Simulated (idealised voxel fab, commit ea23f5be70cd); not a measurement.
You're looking at the process module voxel gate over fins.
Section shown: cut. Width: 150 nm. Cell size: 5 nm, square.
Cross-sections here: square-cell grids, written as top-down lists of bands, a band being one or more rows of cells. A band entry consists of two parts. The first gives the height of the band's top and the height of its bottom, in nm. The rest lists the band's materials from left to right, each with its width in nm. A single material labelled with the word "throughout" fills the band from edge to edge, and the word "blank" marks empty space. Beneath 0, the wafer as received is one material, and that level is where height counting begins. The lowest band goes on downward without a bottom; it is written like "top 0, no bottom". The two numbers in a width such as "30..40" mark its ends across the band: the first belongs to the top row of cells, the second to the bottom row, and from each row to the next the width moves by the same amount. Given "no modification" for a step, no cell of the cross-section differs between before and after that step. What "Voids, fully enclosed" gives you is every empty space of 8 cells or more that is cut off from the top. Each appears as width x height at distance, with the distance taken from the left edge and width, height and distance all in nm. It should be noted that, on the line of a given step, the content following the step's settings is a remark produced by the simulator itself with respect to that step. "overlay nm" denotes, for a step that has a mask, the displacement of the mask to the right of its planned place, with negative values corresponding to the left. Every pair from here on: before one process step, after it. The after cross-section reaches only to the lowest band that changed. Below the pair: the step in between and its settings. Pairs can belong to different runs of this module on the same starting wafer; a pair carries on from the pair above only if the entry headed "Pre-step profile" says so.

Pre-step profile:
- top 5, bottom 0  45 SiN / 15 SiO2 / 30 SiN / 15 SiO2 / 45 SiN
- top 0, bottom -5  40 Si / 25 SiO2 / 20 Si / 25 SiO2 / 40 Si
- top -5, no bottom  Si throughout
- Voids, fully enclosed: none

Cross-Section Thereafter:
- top 5, bottom 0  45 SiN / 15 blank / 30 SiN / 15 blank / 45 SiN
- top 0, bottom -5  40 Si / 25 blank / 20 Si / 25 blank / 40 Si
- Unchanged below -5.
- Voids, fully enclosed: none
Looking at the two cross-sections above, the step in the middle is op SELECTIVE_ETCH | etch materials SiO2 | depth nm 15

Pre-step profile: we pick up right where the pair above leaves off, with its after cross-section.

Cross-Section Thereafter:
- top 0, bottom -5  40 Si / 25 blank / 20 Si / 25 blank / 40 Si
- Unchanged below -5.
- Voids, fully enclosed: none
Looking at the two cross-sections above, the step in the middle is op STRIP | etch materials SiN

Pre-step profile: we pick up right where the pair above leaves off, with its after cross-section.

Cross-Section Thereafter:
- top 5, bottom 0  45 HfO2 / 15 blank / 30 HfO2 / 15 blank / 45 HfO2
- top 0, bottom -5  40 Si / 25 HfO2 / 20 Si / 25 HfO2 / 40 Si
- Unchanged below -5.
- Voids, fully enclosed: none
Looking at the two cross-sections above, the step in the middle is op CONFORMAL_DEP | material HfO2 | thk nm 5

Pre-step profile: we pick up right where the pair above leaves off, with its after cross-section.

Cross-Section Thereafter:
- top 10, bottom 5  50 TiN / 5 blank / 40 TiN / 5 blank / 50 TiN
- top 5, bottom 0  45 HfO2 / 15 TiN / 30 HfO2 / 15 TiN / 45 HfO2
- Unchanged below 0.
- Voids, fully enclosed: none
Looking at the two cross-sections above, the step in the middle is op CONFORMAL_DEP | material TiN | thk nm 5

Pre-step profile: we pick up right where the pair above leaves off, with its after cross-section.

Cross-Section Thereafter:
- top 25, bottom 10  W throughout
- top 10, bottom 5  50 TiN / 5 W / 40 TiN / 5 W / 50 TiN
- Unchanged below 5.
- Voids, fully enclosed: none
Looking at the two cross-sections above, the step in the middle is op FILL_DEP | material W | thk nm 15

Pre-step profile: we pick up right where the pair above leaves off, with its after cross-section.

Cross-Section Thereafter:
- top 20, bottom 10  W throughout
- Unchanged below 10.
- Voids, fully enclosed: none
Looking at the two cross-sections above, the step in the middle is op CMP | height nm 20

Pre-step profile: we pick up right where the pair above leaves off, with its after cross-section.

Cross-Section Thereafter:
- top 30, bottom 20  SiCN throughout
- Unchanged below 20.
- Voids, fully enclosed: none
Looking at the two cross-sections above, the step in the middle is op CONFORMAL_DEP | material SiCN | thk nm 10
